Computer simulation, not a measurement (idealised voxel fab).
Process module under the name voxel transistor to metal
Cross-section cut: width 210 nm, square cells of 5 nm.
A cross-section is a grid of square cells, given in bands from the top down. A band is one or more rows of cells.
Heights first: top, then bottom, in nm. Then materials, left to right, each with a width in nm. "full width" on a single material: fills the band edge to edge. "air": empty space.
Basically, 0 is our baseline, since under it the wafer straight out of the box is all one material. The bottom band has no lower end and keeps on going down, so it looks like "0 nm and below".
A two-number width, for instance "30->40", indicates that the width is equal to the first number in the top row of the band and to the second number in the bottom row, and that it changes by a constant amount per row of cells.
Key: "no change" - step with no changed cell in the cross-section.
Empty spaces without an open route to the top, at least 8 cells in extent, make up the entry "Enclosed void listing"; each is given as width x height at distance, where the distance is measured from the left edge, and all are in nm.
after a step's settings: what the simulator itself notes on the step
Steps that use a mask can have "overlay nm" on their line. It says how far the mask sat to the right of where it was meant to be. Negative means to the left.
Process steps - plan
1,RECEIVE with material Si
2,CONFORMAL_DEP with material SiO2, thk nm 5
3,CONFORMAL_DEP with material SiN, thk nm 10
4,MASKED_ETCH with tone cover, mask id ACTIVE, width nm 110, etch materials SiN, depth nm 10, overlay nm 0
5,MASKED_ETCH with tone cover, mask id ACTIVE, width nm 110, etch materials SiO2, depth nm 5, overlay nm 0
6,MASKED_ETCH with tone cover, mask id ACTIVE, width nm 110, etch materials Si, depth nm 25, overlay nm 0
7,FILL_DEP with material SiO2, thk nm 10
8,CMP with height nm 15
9,SELECTIVE_ETCH with etch materials SiO2, depth nm 5
10,STRIP with etch materials SiN
11,SELECTIVE_ETCH with etch materials SiO2, depth nm 5
12,OXIDIZE with depth nm 5
13,DIRECTIONAL_DEP with material polySi, thk nm 25
14,DIRECTIONAL_DEP with material SiCN, thk nm 15
15,MASKED_ETCH with tone cover, mask id GATE, width nm 30, etch materials SiCN, depth nm 25, overlay nm 0
16,MASKED_ETCH with tone cover, mask id GATE, width nm 30, etch materials polySi, depth nm 35, overlay nm 0
17,CONFORMAL_DEP with material SiN, thk nm 5
18,DIRECTIONAL_ETCH with etch materials SiN, depth nm 5
19,DIRECTIONAL_ETCH with etch materials SiO2, depth nm 5
20,DIRECTIONAL_ETCH with etch materials Si, depth nm 15
21,EPI with material pSi, thk nm 15
22,FILL_DEP with material SiO2, thk nm 5
23,CMP with height nm 25
24,STRIP with etch materials polySi
25,SELECTIVE_ETCH with etch materials SiO2, depth nm 5
26,CONFORMAL_DEP with material HfO2, thk nm 5
27,CONFORMAL_DEP with material TiN, thk nm 5
28,FILL_DEP with material W, thk nm 5
29,CMP with height nm 20
30,DIRECTIONAL_DEP with material SiO2, thk nm 15
31,DIRECTIONAL_DEP with material aC, thk nm 15
32,PATTERN with tone open, mask id CONTACT, material resist, width nm 15, pitch nm 75, thk nm 35, overlay nm 0
33,DIRECTIONAL_ETCH with etch materials aC, depth nm 15
34,STRIP with etch materials resist
35,DIRECTIONAL_ETCH with etch materials SiO2, depth nm 40
36,STRIP with etch materials aC
37,CONFORMAL_DEP with material TiN, thk nm 5
38,FILL_DEP with material Ru, thk nm 10
39,CMP with height nm 35
40,CONFORMAL_DEP with material SiCN, thk nm 5
41,DIRECTIONAL_DEP with material lowk, thk nm 25
42,MASKED_ETCH with tone open, mask id METAL_1, width nm 15, pitch nm 75, etch materials lowk, depth nm 25, overlay nm 0
43,MASKED_ETCH with tone open, mask id METAL_1, width nm 15, pitch nm 75, etch materials SiCN, depth nm 5, overlay nm 0
44,CONFORMAL_DEP with material TiN, thk nm 5
45,FILL_DEP with material Cu, thk nm 10
46,CMP with height nm 65
47,CONFORMAL_DEP with material SiN, thk nm 5
Concerning the first of two wafers, which was run in accordance with the plan
The cross-section here shows the wafer as received, i.e. in its state after step 1
* 0 nm and below  Si full width
* Enclosed void listing: none
Cross-section of the wafer after step 2
* 5 nm to 0 nm  SiO2 full width
* Under the height 0 nothing was changed.
Cross-section of the wafer after step 3
* 15 nm to 5 nm  SiN full width
* Under the height 5 nothing was changed.
Cross-section of the wafer after step 4
* 15 nm to 5 nm  air (50) | SiN (110) | air (50)
* Under the height 5 nothing was changed.
Cross-section of the wafer after step 5
* 15 nm to 5 nm  air (50) | SiN (110) | air (50)
* 5 nm to 0 nm  air (50) | SiO2 (110) | air (50)
* Under the height 0 nothing was changed.
Cross-section of the wafer after step 6
* 15 nm to 5 nm  air (50) | SiN (110) | air (50)
* 5 nm to 0 nm  air (50) | SiO2 (110) | air (50)
* 0 nm to -25 nm  air (50) | Si (110) | air (50)
* Under the height -25 nothing was changed.
Cross-section of the wafer after step 7
* 25 nm to 15 nm  SiO2 full width
* 15 nm to 5 nm  SiO2 (50) | SiN (110) | SiO2 (50)
* 5 nm to 0 nm  SiO2 full width
* 0 nm to -25 nm  SiO2 (50) | Si (110) | SiO2 (50)
* Under the height -25 nothing was changed.
Cross-section of the wafer after step 8
* 15 nm to 5 nm  SiO2 (50) | SiN (110) | SiO2 (50)
* Under the height 5 nothing was changed.
Cross-section of the wafer after step 9
* 15 nm to 10 nm  air (50) | SiN (110) | air (50)
* Under the height 10 nothing was changed.
Cross-section of the wafer after step 10
* 10 nm to 5 nm  SiO2 (50) | air (110) | SiO2 (50)
* Under the height 5 nothing was changed.
Cross-section of the wafer after step 11
* 5 nm to 0 nm  SiO2 (45) | air (120) | SiO2 (45)
* Under the height 0 nothing was changed.
Cross-section of the wafer after step 12
* 5 nm to 0 nm  SiO2 (45) | air (120) | SiO2 (45)
* 0 nm to -5 nm  SiO2 full width
* Under the height -5 nothing was changed.
Cross-section of the wafer after step 13
* 30 nm to 25 nm  polySi (45) | air (120) | polySi (45)
* 25 nm to 5 nm  polySi full width
* 5 nm to 0 nm  SiO2 (45) | polySi (120) | SiO2 (45)
* Under the height 0 nothing was changed.
Cross-section of the wafer after step 14
* 45 nm to 40 nm  SiCN (45) | air (120) | SiCN (45)
* 40 nm to 30 nm  SiCN full width
* 30 nm to 25 nm  polySi (45) | SiCN (120) | polySi (45)
* Under the height 25 nothing was changed.
Cross-section of the wafer after step 15
* 40 nm to 30 nm  air (90) | SiCN (30) | air (90)
* 30 nm to 25 nm  polySi (45) | air (45) | SiCN (30) | air (45) | polySi (45)
* Under the height 25 nothing was changed.
Cross-section of the wafer after step 16
* 40 nm to 25 nm  air (90) | SiCN (30) | air (90)
* 25 nm to 5 nm  air (90) | polySi (30) | air (90)
* 5 nm to 0 nm  SiO2 (45) | air (45) | polySi (30) | air (45) | SiO2 (45)
* Under the height 0 nothing was changed.
Cross-section of the wafer after step 17
* 45 nm to 40 nm  air (85) | SiN (40) | air (85)
* 40 nm to 25 nm  air (85) | SiN (5) | SiCN (30) | SiN (5) | air (85)
* 25 nm to 10 nm  air (85) | SiN (5) | polySi (30) | SiN (5) | air (85)
* 10 nm to 5 nm  SiN (50) | air (35) | SiN (5) | polySi (30) | SiN (5) | air (35) | SiN (50)
* 5 nm to 0 nm  SiO2 (45) | SiN (45) | polySi (30) | SiN (45) | SiO2 (45)
* Under the height 0 nothing was changed.
Cross-section of the wafer after step 18
* 40 nm to 25 nm  air (85) | SiN (5) | SiCN (30) | SiN (5) | air (85)
* 25 nm to 5 nm  air (85) | SiN (5) | polySi (30) | SiN (5) | air (85)
* 5 nm to 0 nm  SiO2 (45) | SiN (5) | air (35) | SiN (5) | polySi (30) | SiN (5) | air (35) | SiN (5) | SiO2 (45)
* Under the height 0 nothing was changed.
Cross-section of the wafer after step 19
* 40 nm to 25 nm  air (85) | SiN (5) | SiCN (30) | SiN (5) | air (85)
* 25 nm to 5 nm  air (85) | SiN (5) | polySi (30) | SiN (5) | air (85)
* 5 nm to 0 nm  air (45) | SiN (5) | air (35) | SiN (5) | polySi (30) | SiN (5) | air (35) | SiN (5) | air (45)
* 0 nm to -5 nm  SiO2 (50) | air (35) | SiO2 (40) | air (35) | SiO2 (50)
* Under the height -5 nothing was changed.
Cross-section of the wafer after step 20
* 40 nm to 25 nm  air (85) | SiN (5) | SiCN (30) | SiN (5) | air (85)
* 25 nm to 5 nm  air (85) | SiN (5) | polySi (30) | SiN (5) | air (85)
* 5 nm to 0 nm  air (45) | SiN (5) | air (35) | SiN (5) | polySi (30) | SiN (5) | air (35) | SiN (5) | air (45)
* 0 nm to -5 nm  SiO2 (50) | air (35) | SiO2 (40) | air (35) | SiO2 (50)
* -5 nm to -20 nm  SiO2 (50) | air (35) | Si (40) | air (35) | SiO2 (50)
* Under the height -20 nothing was changed.
Cross-section of the wafer after step 21
* 40 nm to 25 nm  air (85) | SiN (5) | SiCN (30) | SiN (5) | air (85)
* 25 nm to 10 nm  air (85) | SiN (5) | polySi (30) | SiN (5) | air (85)
* 10 nm to 5 nm  air (70) | pSi (15) | SiN (5) | polySi (30) | SiN (5) | pSi (15) | air (70)
* 5 nm to 0 nm  air (45) | SiN (5) | air (20) | pSi (15) | SiN (5) | polySi (30) | SiN (5) | pSi (15) | air (20) | SiN (5) | air (45)
* 0 nm to -5 nm  SiO2 (50) | air (20) | pSi (15) | SiO2 (40) | pSi (15) | air (20) | SiO2 (50)
* -5 nm to -20 nm  SiO2 (50) | pSi (35) | Si (40) | pSi (35) | SiO2 (50)
* Under the height -20 nothing was changed.
Cross-section of the wafer after step 22
* 45 nm to 40 nm  SiO2 full width
* 40 nm to 25 nm  SiO2 (85) | SiN (5) | SiCN (30) | SiN (5) | SiO2 (85)
* 25 nm to 10 nm  SiO2 (85) | SiN (5) | polySi (30) | SiN (5) | SiO2 (85)
* 10 nm to 5 nm  SiO2 (70) | pSi (15) | SiN (5) | polySi (30) | SiN (5) | pSi (15) | SiO2 (70)
* 5 nm to 0 nm  SiO2 (45) | SiN (5) | SiO2 (20) | pSi (15) | SiN (5) | polySi (30) | SiN (5) | pSi (15) | SiO2 (20) | SiN (5) | SiO2 (45)
* 0 nm to -5 nm  SiO2 (70) | pSi (15) | SiO2 (40) | pSi (15) | SiO2 (70)
* Under the height -5 nothing was changed.
Cross-section of the wafer after step 23
* 25 nm to 10 nm  SiO2 (85) | SiN (5) | polySi (30) | SiN (5) | SiO2 (85)
* Under the height 10 nothing was changed.
Cross-section of the wafer after step 24
* 25 nm to 10 nm  SiO2 (85) | SiN (5) | air (30) | SiN (5) | SiO2 (85)
* 10 nm to 5 nm  SiO2 (70) | pSi (15) | SiN (5) | air (30) | SiN (5) | pSi (15) | SiO2 (70)
* 5 nm to 0 nm  SiO2 (45) | SiN (5) | SiO2 (20) | pSi (15) | SiN (5) | air (30) | SiN (5) | pSi (15) | SiO2 (20) | SiN (5) | SiO2 (45)
* Under the height 0 nothing was changed.
Cross-section of the wafer after step 25
* 25 nm to 20 nm  air (85) | SiN (5) | air (30) | SiN (5) | air (85)
* 20 nm to 10 nm  SiO2 (85) | SiN (5) | air (30) | SiN (5) | SiO2 (85)
* 10 nm to 5 nm  SiO2 (70) | pSi (15) | SiN (5) | air (30) | SiN (5) | pSi (15) | SiO2 (70)
* 5 nm to 0 nm  SiO2 (45) | SiN (5) | SiO2 (20) | pSi (15) | SiN (5) | air (30) | SiN (5) | pSi (15) | SiO2 (20) | SiN (5) | SiO2 (45)
* 0 nm to -5 nm  SiO2 (70) | pSi (15) | air (40) | pSi (15) | SiO2 (70)
* Under the height -5 nothing was changed.
Cross-section of the wafer after step 26
* 30 nm to 25 nm  air (80) | HfO2 (15) | air (20) | HfO2 (15) | air (80)
* 25 nm to 20 nm  HfO2 (85) | SiN (5) | HfO2 (5) | air (20) | HfO2 (5) | SiN (5) | HfO2 (85)
* 20 nm to 10 nm  SiO2 (85) | SiN (5) | HfO2 (5) | air (20) | HfO2 (5) | SiN (5) | SiO2 (85)
* 10 nm to 5 nm  SiO2 (70) | pSi (15) | SiN (5) | HfO2 (5) | air (20) | HfO2 (5) | SiN (5) | pSi (15) | SiO2 (70)
* 5 nm to 0 nm  SiO2 (45) | SiN (5) | SiO2 (20) | pSi (15) | SiN (5) | HfO2 (5) | air (20) | HfO2 (5) | SiN (5) | pSi (15) | SiO2 (20) | SiN (5) | SiO2 (45)
* 0 nm to -5 nm  SiO2 (70) | pSi (15) | HfO2 (40) | pSi (15) | SiO2 (70)
* Under the height -5 nothing was changed.
Cross-section of the wafer after step 27
* 35 nm to 30 nm  air (75) | TiN (25) | air (10) | TiN (25) | air (75)
* 30 nm to 25 nm  TiN (80) | HfO2 (15) | TiN (5) | air (10) | TiN (5) | HfO2 (15) | TiN (80)
* 25 nm to 20 nm  HfO2 (85) | SiN (5) | HfO2 (5) | TiN (5) | air (10) | TiN (5) | HfO2 (5) | SiN (5) | HfO2 (85)
* 20 nm to 10 nm  SiO2 (85) | SiN (5) | HfO2 (5) | TiN (5) | air (10) | TiN (5) | HfO2 (5) | SiN (5) | SiO2 (85)
* 10 nm to 5 nm  SiO2 (70) | pSi (15) | SiN (5) | HfO2 (5) | TiN (5) | air (10) | TiN (5) | HfO2 (5) | SiN (5) | pSi (15) | SiO2 (70)
* 5 nm to 0 nm  SiO2 (45) | SiN (5) | SiO2 (20) | pSi (15) | SiN (5) | HfO2 (5) | TiN (20) | HfO2 (5) | SiN (5) | pSi (15) | SiO2 (20) | SiN (5) | SiO2 (45)
* Under the height 0 nothing was changed.
Cross-section of the wafer after step 28
* 40 nm to 35 nm  W full width
* 35 nm to 30 nm  W (75) | TiN (25) | W (10) | TiN (25) | W (75)
* 30 nm to 25 nm  TiN (80) | HfO2 (15) | TiN (5) | W (10) | TiN (5) | HfO2 (15) | TiN (80)
* 25 nm to 20 nm  HfO2 (85) | SiN (5) | HfO2 (5) | TiN (5) | W (10) | TiN (5) | HfO2 (5) | SiN (5) | HfO2 (85)
* 20 nm to 10 nm  SiO2 (85) | SiN (5) | HfO2 (5) | TiN (5) | W (10) | TiN (5) | HfO2 (5) | SiN (5) | SiO2 (85)
* 10 nm to 5 nm  SiO2 (70) | pSi (15) | SiN (5) | HfO2 (5) | TiN (5) | W (10) | TiN (5) | HfO2 (5) | SiN (5) | pSi (15) | SiO2 (70)
* Under the height 5 nothing was changed.
Cross-section of the wafer after step 29
* 20 nm to 10 nm  SiO2 (85) | SiN (5) | HfO2 (5) | TiN (5) | W (10) | TiN (5) | HfO2 (5) | SiN (5) | SiO2 (85)
* Under the height 10 nothing was changed.
Cross-section of the wafer after step 30
* 35 nm to 20 nm  SiO2 full width
* Under the height 20 nothing was changed.
Cross-section of the wafer after step 31
* 50 nm to 35 nm  aC full width
* Under the height 35 nothing was changed.
Cross-section of the wafer after step 32
* 85 nm to 50 nm  resist (60) | air (15) | resist (60) | air (15) | resist (60)
* Under the height 50 nothing was changed.
Cross-section of the wafer after step 33
* 70 nm to 50 nm  resist (60) | air (15) | resist (60) | air (15) | resist (60)
* 50 nm to 35 nm  aC (60) | air (15) | aC (60) | air (15) | aC (60)
* Under the height 35 nothing was changed.
Cross-section of the wafer after step 34
* 50 nm to 35 nm  aC (60) | air (15) | aC (60) | air (15) | aC (60)
* Under the height 35 nothing was changed.
Cross-section of the wafer after step 35
* 50 nm to 35 nm  aC (60) | air (15) | aC (60) | air (15) | aC (60)
* 35 nm to 20 nm  SiO2 (60) | air (15) | SiO2 (60) | air (15) | SiO2 (60)
* 20 nm to 10 nm  SiO2 (60) | air (15) | SiO2 (10) | SiN (5) | HfO2 (5) | TiN (5) | W (10) | TiN (5) | HfO2 (5) | SiN (5) | SiO2 (10) | air (15) | SiO2 (60)
* 10 nm to 5 nm  SiO2 (60) | air (10) | pSi (15) | SiN (5) | HfO2 (5) | TiN (5) | W (10) | TiN (5) | HfO2 (5) | SiN (5) | pSi (15) | air (10) | SiO2 (60)
* 5 nm to 0 nm  SiO2 (45) | SiN (5) | SiO2 (10) | air (10) | pSi (15) | SiN (5) | HfO2 (5) | TiN (20) | HfO2 (5) | SiN (5) | pSi (15) | air (10) | SiO2 (10) | SiN (5) | SiO2 (45)
* 0 nm to -5 nm  SiO2 (60) | air (10) | pSi (15) | HfO2 (40) | pSi (15) | air (10) | SiO2 (60)
* Under the height -5 nothing was changed.
Cross-section of the wafer after step 36
* 35 nm to 20 nm  SiO2 (60) | air (15) | SiO2 (60) | air (15) | SiO2 (60)
* Under the height 20 nothing was changed.
Cross-section of the wafer after step 37
* 40 nm to 35 nm  TiN (65) | air (5) | TiN (70) | air (5) | TiN (65)
* 35 nm to 20 nm  SiO2 (60) | TiN (5) | air (5) | TiN (5) | SiO2 (60) | TiN (5) | air (5) | TiN (5) | SiO2 (60)
* 20 nm to 15 nm  SiO2 (60) | TiN (5) | air (5) | TiN (5) | SiO2 (10) | SiN (5) | HfO2 (5) | TiN (5) | W (10) | TiN (5) | HfO2 (5) | SiN (5) | SiO2 (10) | TiN (5) | air (5) | TiN (5) | SiO2 (60)
* 15 nm to 10 nm  SiO2 (60) | TiN (15) | SiO2 (10) | SiN (5) | HfO2 (5) | TiN (5) | W (10) | TiN (5) | HfO2 (5) | SiN (5) | SiO2 (10) | TiN (15) | SiO2 (60)
* 10 nm to 5 nm  SiO2 (60) | TiN (10) | pSi (15) | SiN (5) | HfO2 (5) | TiN (5) | W (10) | TiN (5) | HfO2 (5) | SiN (5) | pSi (15) | TiN (10) | SiO2 (60)
* 5 nm to 0 nm  SiO2 (45) | SiN (5) | SiO2 (10) | TiN (10) | pSi (15) | SiN (5) | HfO2 (5) | TiN (20) | HfO2 (5) | SiN (5) | pSi (15) | TiN (10) | SiO2 (10) | SiN (5) | SiO2 (45)
* 0 nm to -5 nm  SiO2 (60) | TiN (10) | pSi (15) | HfO2 (40) | pSi (15) | TiN (10) | SiO2 (60)
* Under the height -5 nothing was changed.
Cross-section of the wafer after step 38
* 50 nm to 40 nm  Ru full width
* 40 nm to 35 nm  TiN (65) | Ru (5) | TiN (70) | Ru (5) | TiN (65)
* 35 nm to 20 nm  SiO2 (60) | TiN (5) | Ru (5) | TiN (5) | SiO2 (60) | TiN (5) | Ru (5) | TiN (5) | SiO2 (60)
* 20 nm to 15 nm  SiO2 (60) | TiN (5) | Ru (5) | TiN (5) | SiO2 (10) | SiN (5) | HfO2 (5) | TiN (5) | W (10) | TiN (5) | HfO2 (5) | SiN (5) | SiO2 (10) | TiN (5) | Ru (5) | TiN (5) | SiO2 (60)
* Under the height 15 nothing was changed.
Cross-section of the wafer after step 39
* 35 nm to 20 nm  SiO2 (60) | TiN (5) | Ru (5) | TiN (5) | SiO2 (60) | TiN (5) | Ru (5) | TiN (5) | SiO2 (60)
* Under the height 20 nothing was changed.
Cross-section of the wafer after step 40
* 40 nm to 35 nm  SiCN full width
* Under the height 35 nothing was changed.
Cross-section of the wafer after step 41
* 65 nm to 40 nm  lowk full width
* Under the height 40 nothing was changed.
Cross-section of the wafer after step 42
* 65 nm to 40 nm  lowk (60) | air (15) | lowk (60) | air (15) | lowk (60)
* Under the height 40 nothing was changed.
Cross-section of the wafer after step 43
* 65 nm to 40 nm  lowk (60) | air (15) | lowk (60) | air (15) | lowk (60)
* 40 nm to 35 nm  SiCN (60) | air (15) | SiCN (60) | air (15) | SiCN (60)
* Under the height 35 nothing was changed.
Cross-section of the wafer after step 44
* 70 nm to 65 nm  TiN (65) | air (5) | TiN (70) | air (5) | TiN (65)
* 65 nm to 40 nm  lowk (60) | TiN (5) | air (5) | TiN (5) | lowk (60) | TiN (5) | air (5) | TiN (5) | lowk (60)
* 40 nm to 35 nm  SiCN (60) | TiN (15) | SiCN (60) | TiN (15) | SiCN (60)
* Under the height 35 nothing was changed.
Cross-section of the wafer after step 45
* 80 nm to 70 nm  Cu full width
* 70 nm to 65 nm  TiN (65) | Cu (5) | TiN (70) | Cu (5) | TiN (65)
* 65 nm to 40 nm  lowk (60) | TiN (5) | Cu (5) | TiN (5) | lowk (60) | TiN (5) | Cu (5) | TiN (5) | lowk (60)
* Under the height 40 nothing was changed.
Cross-section of the wafer after step 46
* 65 nm to 40 nm  lowk (60) | TiN (5) | Cu (5) | TiN (5) | lowk (60) | TiN (5) | Cu (5) | TiN (5) | lowk (60)
* Under the height 40 nothing was changed.
Cross-section of the wafer after step 47
* 70 nm to 65 nm  SiN full width
* Under the height 65 nothing was changed.
Regarding the second of the two wafers: it shared the first wafer's starting condition and process plan, yet one error occurred during its execution. Its history coincides with that of the first wafer up to and including step 31
Cross-section of the second wafer when, according to plan, step 32 should have finished
* 85 nm to 50 nm  air (60) | resist (15) | air (60) | resist (15) | air (60)
* Under the height 50 nothing was changed.
Cross-section of the second wafer when, according to plan, step 33 should have finished
* 70 nm to 50 nm  air (60) | resist (15) | air (60) | resist (15) | air (60)
* 50 nm to 35 nm  air (60) | aC (15) | air (60) | aC (15) | air (60)
* Under the height 35 nothing was changed.
Cross-section of the second wafer when, according to plan, step 34 should have finished
* 50 nm to 35 nm  air (60) | aC (15) | air (60) | aC (15) | air (60)
* Under the height 35 nothing was changed.
Cross-section of the second wafer when, according to plan, step 35 should have finished
* 50 nm to 35 nm  air (60) | aC (15) | air (60) | aC (15) | air (60)
* 35 nm to 20 nm  air (60) | SiO2 (15) | air (60) | SiO2 (15) | air (60)
* 20 nm to 10 nm  air (60) | SiO2 (15) | air (10) | SiN (5) | HfO2 (5) | TiN (5) | W (10) | TiN (5) | HfO2 (5) | SiN (5) | air (10) | SiO2 (15) | air (60)
* 10 nm to 5 nm  air (60) | SiO2 (10) | pSi (15) | SiN (5) | HfO2 (5) | TiN (5) | W (10) | TiN (5) | HfO2 (5) | SiN (5) | pSi (15) | SiO2 (10) | air (60)
* 5 nm to 0 nm  air (45) | SiN (5) | air (10) | SiO2 (10) | pSi (15) | SiN (5) | HfO2 (5) | TiN (20) | HfO2 (5) | SiN (5) | pSi (15) | SiO2 (10) | air (10) | SiN (5) | air (45)
* 0 nm to -5 nm  air (45) | SiO2 (5) | air (10) | SiO2 (10) | pSi (15) | HfO2 (40) | pSi (15) | SiO2 (10) | air (10) | SiO2 (5) | air (45)
* Under the height -5 nothing was changed.
Cross-section of the second wafer when, according to plan, step 36 should have finished
* 35 nm to 20 nm  air (60) | SiO2 (15) | air (60) | SiO2 (15) | air (60)
* Under the height 20 nothing was changed.
Cross-section of the second wafer when, according to plan, step 37 should have finished
* 40 nm to 35 nm  air (55) | TiN (25) | air (50) | TiN (25) | air (55)
* 35 nm to 25 nm  air (55) | TiN (5) | SiO2 (15) | TiN (5) | air (50) | TiN (5) | SiO2 (15) | TiN (5) | air (55)
* 25 nm to 20 nm  air (55) | TiN (5) | SiO2 (15) | TiN (60) | SiO2 (15) | TiN (5) | air (55)
* 20 nm to 10 nm  air (55) | TiN (5) | SiO2 (15) | TiN (10) | SiN (5) | HfO2 (5) | TiN (5) | W (10) | TiN (5) | HfO2 (5) | SiN (5) | TiN (10) | SiO2 (15) | TiN (5) | air (55)
* 10 nm to 5 nm  air (40) | TiN (20) | SiO2 (10) | pSi (15) | SiN (5) | HfO2 (5) | TiN (5) | W (10) | TiN (5) | HfO2 (5) | SiN (5) | pSi (15) | SiO2 (10) | TiN (20) | air (40)
* 5 nm to 0 nm  air (40) | TiN (5) | SiN (5) | TiN (10) | SiO2 (10) | pSi (15) | SiN (5) | HfO2 (5) | TiN (20) | HfO2 (5) | SiN (5) | pSi (15) | SiO2 (10) | TiN (10) | SiN (5) | TiN (5) | air (40)
* 0 nm to -5 nm  TiN (45) | SiO2 (5) | TiN (10) | SiO2 (10) | pSi (15) | HfO2 (40) | pSi (15) | SiO2 (10) | TiN (10) | SiO2 (5) | TiN (45)
* Under the height -5 nothing was changed.
Cross-section of the second wafer when, according to plan, step 38 should have finished
* 50 nm to 40 nm  Ru full width
* 40 nm to 35 nm  Ru (55) | TiN (25) | Ru (50) | TiN (25) | Ru (55)
* 35 nm to 25 nm  Ru (55) | TiN (5) | SiO2 (15) | TiN (5) | Ru (50) | TiN (5) | SiO2 (15) | TiN (5) | Ru (55)
* 25 nm to 20 nm  Ru (55) | TiN (5) | SiO2 (15) | TiN (60) | SiO2 (15) | TiN (5) | Ru (55)
* 20 nm to 10 nm  Ru (55) | TiN (5) | SiO2 (15) | TiN (10) | SiN (5) | HfO2 (5) | TiN (5) | W (10) | TiN (5) | HfO2 (5) | SiN (5) | TiN (10) | SiO2 (15) | TiN (5) | Ru (55)
* 10 nm to 5 nm  Ru (40) | TiN (20) | SiO2 (10) | pSi (15) | SiN (5) | HfO2 (5) | TiN (5) | W (10) | TiN (5) | HfO2 (5) | SiN (5) | pSi (15) | SiO2 (10) | TiN (20) | Ru (40)
* 5 nm to 0 nm  Ru (40) | TiN (5) | SiN (5) | TiN (10) | SiO2 (10) | pSi (15) | SiN (5) | HfO2 (5) | TiN (20) | HfO2 (5) | SiN (5) | pSi (15) | SiO2 (10) | TiN (10) | SiN (5) | TiN (5) | Ru (40)
* Under the height 0 nothing was changed.
Cross-section of the second wafer when, according to plan, step 39 should have finished
* 35 nm to 25 nm  Ru (55) | TiN (5) | SiO2 (15) | TiN (5) | Ru (50) | TiN (5) | SiO2 (15) | TiN (5) | Ru (55)
* Under the height 25 nothing was changed.
Cross-section of the second wafer when, according to plan, step 40 should have finished
* 40 nm to 35 nm  SiCN full width
* Under the height 35 nothing was changed.
Cross-section of the second wafer when, according to plan, step 41 should have finished
* 65 nm to 40 nm  lowk full width
* Under the height 40 nothing was changed.
Cross-section of the second wafer when, according to plan, step 42 should have finished
* 65 nm to 40 nm  lowk (60) | air (15) | lowk (60) | air (15) | lowk (60)
* Under the height 40 nothing was changed.
Cross-section of the second wafer when, according to plan, step 43 should have finished
* 65 nm to 40 nm  lowk (60) | air (15) | lowk (60) | air (15) | lowk (60)
* 40 nm to 35 nm  SiCN (60) | air (15) | SiCN (60) | air (15) | SiCN (60)
* Under the height 35 nothing was changed.
Cross-section of the second wafer when, according to plan, step 44 should have finished
* 70 nm to 65 nm  TiN (65) | air (5) | TiN (70) | air (5) | TiN (65)
* 65 nm to 40 nm  lowk (60) | TiN (5) | air (5) | TiN (5) | lowk (60) | TiN (5) | air (5) | TiN (5) | lowk (60)
* 40 nm to 35 nm  SiCN (60) | TiN (15) | SiCN (60) | TiN (15) | SiCN (60)
* Under the height 35 nothing was changed.
Cross-section of the second wafer when, according to plan, step 45 should have finished
* 80 nm to 70 nm  Cu full width
* 70 nm to 65 nm  TiN (65) | Cu (5) | TiN (70) | Cu (5) | TiN (65)
* 65 nm to 40 nm  lowk (60) | TiN (5) | Cu (5) | TiN (5) | lowk (60) | TiN (5) | Cu (5) | TiN (5) | lowk (60)
* Under the height 40 nothing was changed.
Cross-section of the second wafer when, according to plan, step 46 should have finished
* 65 nm to 40 nm  lowk (60) | TiN (5) | Cu (5) | TiN (5) | lowk (60) | TiN (5) | Cu (5) | TiN (5) | lowk (60)
* Under the height 40 nothing was changed.
Cross-section of the second wafer when, according to plan, step 47 should have finished
* 70 nm to 65 nm  SiN full width
* Under the height 65 nothing was changed.
Against the plan, the run slipped here: step 32 ran with different settings than intended, the actual operation and settings being PATTERN with tone cover, mask id CONTACT, material resist, width nm 15, pitch nm 75, thk nm 35, overlay nm 0
Count the cells at the end and the second wafer has more or fewer of some materials than the first: Ru: 154 more; SiO2: 190 fewer; TiN: 36 more
